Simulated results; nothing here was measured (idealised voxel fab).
Process module heading - voxel released beams
The width of the displayed cross-section, cut, is 170 nm; its cells are square, with a size of 5 nm.
Heads up, the way a cross-section reads in here is a grid of square cells, handed over as bands from the top down, with every band being one or more rows of cells.
What a band's entry tells you: where the top is and where the bottom is, as heights in nm, and after that what lies inside, material by material from left to right, each with its width in nm. Empty space is written as the word "empty", and a single material marked with the word "all across" occupies the band from edge to edge.
Zero point of the height axis is 0; under it, received wafer = one material. Lowest band: continues down indefinitely, "from 0 down".
When a width is written as two numbers, as in "30..40", the first number is the width in the top row of cells of the band and the second is the width in its bottom row, and the width changes by the same amount from each row to the next.
What does "identical to before" mean for a step? It means no cell of the cross-section changed in that step.
"Cavities, sealed": empty spaces of 8 cells or more with no open way to the top, each given as width x height at distance, distance from the left edge, all in nm.
What comes after the settings on a step's line is commentary from the simulator itself on that step.
The optional step-line setting "overlay nm" applies to steps with a mask and quantifies how far to the right of its planned location the mask lay, a negative value indicating leftward placement.
This section lists the process steps that were planned
1) RECEIVE (material Si)
2) CONFORMAL_DEP (material Al2O3; thk nm 5)
3) DIRECTIONAL_DEP (material SiO2; thk nm 20)
4) PATTERN (tone open; mask id ANCHOR; material resist; width nm 30; thk nm 20; overlay nm 0)
5) DIRECTIONAL_ETCH (etch materials SiO2; depth nm 20)
6) STRIP (etch materials resist)
7) CONFORMAL_DEP (material SiN; thk nm 15)
8) MASKED_ETCH (tone cover; mask id BEAM; width nm 85; etch materials SiN; depth nm 15; overlay nm 0)
9) STRIP (etch materials SiO2)
Wafer-to-wafer difference: width nm, step 4. Common start. Plan = first wafer's value.
The first of several wafers, as received after step 1, seen in section
from 0 down | Si all across
Cavities, sealed: none
Last step of the module is step 9; after it, the first of several wafers in cross-section
from 40 to 25 | 40 of empty, then 85 of SiN, then 45 of empty
from 25 to 5 | 50 of empty, then 30 of SiN, then 90 of empty
from 5 to 0 | Al2O3 all across
from 0 down | Si all across
Cavities, sealed: none
Final wafer cross-section at module end
from 40 to 25 | 40 of empty, then 15 of SiN, then 25 of empty, then 45 of SiN, then 45 of empty
from 25 to 20 | 40 of empty, then 15 of SiN, then 25 of empty, then 15 of SiN, then 75 of empty
from 20 to 5 | 40 of empty, then 55 of SiN, then 75 of empty
from 5 to 0 | Al2O3 all across
from 0 down | Si all across
Cavities, sealed: none
Below: a row per wafer. Contents at end of module: for every material, cells gained since receipt (+) or lost since receipt (-); then closed voids
width nm 30 | +34 Al2O3 | +75 SiN | Cavities, sealed: none
width nm 35 | +34 Al2O3 | +75 SiN | Cavities, sealed: none
width nm 40 | +34 Al2O3 | +75 SiN | Cavities, sealed: none
width nm 45 | +34 Al2O3 | +75 SiN | Cavities, sealed: none
width nm 50 | +34 Al2O3 | +75 SiN | Cavities, sealed: none
width nm 55 | +34 Al2O3 | +75 SiN | Cavities, sealed: none
